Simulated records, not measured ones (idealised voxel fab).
Presented below is a process module, voxel lift off.
Each square cell in cross-section cut measures 5 nm, and the section as a whole is 300 nm wide.
Format of a cross-section: grid, square cells. Given as bands. Order: top down. Band: one or more rows of cells.
The band entry comprises the height of the band's top followed by the height of its bottom, expressed in nm, and subsequently the band's materials from left to right, each stated together with its width in nm. Where a single material is marked with the word "everywhere", that material fills the band from edge to edge. The word "air" represents empty space.
Heights are reckoned from 0. Under this level, the received wafer is all of one material. The bottommost band is open-ended downward, for example "0 down".
Note: "30..40" means the width goes from the first number (top row of the band) to the second number (bottom row) in equal steps per row of cells.
Reading "no alteration" for a step: not a cell of the cross-section changed in it.
The entry titled "Internal closed voids" provides the empty spaces that have no open way to the top, restricted to those of 8 cells or more. Each is presented as width x height at distance, the distance being measured from the left edge, with all three in nm.
On a step's line, text after the settings is the simulator commenting on that step.
"overlay nm", when on a step's line for a step with a mask, measures how far to the right of its planned place the mask lay; a negative measure means to the left.

**The process steps that were planned are listed below**
| 1 | RECEIVE: material Si |
| 2 | CONFORMAL_DEP: material Al2O3, thk nm 10 |
| 3 | PATTERN: tone open, mask id LINES, material resist, width nm 20, pitch nm 35, thk nm 30, overlay nm 0 |
| 4 | DIRECTIONAL_DEP: material Ru, thk nm 15 |
| 5 | STRIP: etch materials resist |
| 6 | CONFORMAL_DEP: material SiCN, thk nm 10 |

**First of the two wafers, run per plan**

**Shown in cross-section is the wafer as received, that is, as it stands after step 1**
	0 down | Si everywhere
	Internal closed voids: none

**The following cross-section depicts the wafer upon completion of step 2**
	10 to 0 | Al2O3 everywhere
	Under the height 0 nothing was changed.

**The following cross-section depicts the wafer upon completion of step 3**
	40 to 10 | 120 resist / 20 air / 15 resist / 20 air / 125 resist
	Under the height 10 nothing was changed.

**The following cross-section depicts the wafer upon completion of step 4**
	55 to 40 | 120 Ru / 20 air / 15 Ru / 20 air / 125 Ru
	40 to 25 | 120 resist / 20 air / 15 resist / 20 air / 125 resist
	25 to 10 | 120 resist / 20 Ru / 15 resist / 20 Ru / 125 resist
	Under the height 10 nothing was changed.

**The following cross-section depicts the wafer upon completion of step 5**
	25 to 10 | 120 air / 20 Ru / 15 air / 20 Ru / 125 air
	Under the height 10 nothing was changed.

**The following cross-section depicts the wafer upon completion of step 6**
	35 to 25 | 110 air / 75 SiCN / 115 air
	25 to 20 | 110 air / 10 SiCN / 20 Ru / 15 SiCN / 20 Ru / 10 SiCN / 115 air
	20 to 10 | 120 SiCN / 20 Ru / 15 SiCN / 20 Ru / 125 SiCN
	Under the height 10 nothing was changed.

**The second wafer began exactly as the first did and followed the same plan, but one mistake was made while running it; through step 5 inclusive, the two wafers are identical**

**Second wafer at the planned finish of step 6, seen in cross-section**
	40 to 25 | 105 air / 85 SiCN / 110 air
	25 to 10 | 120 SiCN / 20 Ru / 15 SiCN / 20 Ru / 125 SiCN
	Under the height 10 nothing was changed.
Short version of what went wrong: step 6: run off-plan, actual operation and settings CONFORMAL_DEP: material SiCN, thk nm 15
Upon completion, the second wafer contains, in terms of cells, a greater or smaller amount of certain materials than the first wafer: 66 more of SiCN
